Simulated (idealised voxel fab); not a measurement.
The process module presented herein is designated voxel spacer lines.
205 nm wide, 5 nm square cells: that's cross-section cut.
Reading order for cross-sections: top band down to bottom band. Underlying form: a grid of square cells. Band size: one or more rows of cells.
Within each band entry, the heights of the top and of the bottom of the band appear first, in that order and in nm; the materials of the band then follow from left to right, each with its corresponding width in nm. The designation "throughout" on a single material indicates that it fills the band from edge to edge; the designation "blank" indicates empty space.
Below 0: as-received wafer, all one material; heights counted from there. Lowest band: no bottom, goes on down, written "0 and below".
The expression "30->40" gives the width at the extremes of the band, the first number at its top row of cells and the second at its bottom row, with the width changing by equal amounts from each row to the next in between.
"nothing different" (step): cross-section cells unchanged, all of them.
"Sealed void list" means: voids of 8 cells or more that are shut off from the top with no open way through. Written width x height at distance, distance from the left edge, in nm.
Formally, on a step line, whatever follows the settings is a remark that the simulator itself makes on the step.
overlay nm, on a step with a mask: how far to the right of its planned place the mask lay; to the left if negative
The planned process steps are enumerated hereunder
1,RECEIVE: material Si
2,CONFORMAL_DEP: material Al2O3, thk nm 10
3,DIRECTIONAL_DEP: material SiN, thk nm 20
4,DIRECTIONAL_DEP: material polySi, thk nm 20
5,PATTERN: tone cover, mask id MANDREL, material resist, width nm 20, pitch nm 70, thk nm 30, overlay nm 0
6,DIRECTIONAL_ETCH: etch materials polySi, depth nm 20
7,STRIP: etch materials resist
8,CONFORMAL_DEP: material SiO2, thk nm 15
9,DIRECTIONAL_ETCH: etch materials SiO2, depth nm 15
10,STRIP: etch materials polySi
11,DIRECTIONAL_ETCH: etch materials SiN, depth nm 20
12,STRIP: etch materials SiO2
Cross-section of the incoming wafer, state after step 1
0 and below = Si throughout
Sealed void list: none
Look at the cross-section after the module: the wafer started out the way shown above and the plan was the one shown above, yet one mistake was made along the way
50 down to 30 = Al2O3 throughout
30 down to 10 = SiN throughout
10 down to 0 = Al2O3 throughout
0 and below = Si throughout
Sealed void list: none
Deviation noted in wafer processing: planned and actual differ for step 4; actual: DIRECTIONAL_DEP: material Al2O3, thk nm 20
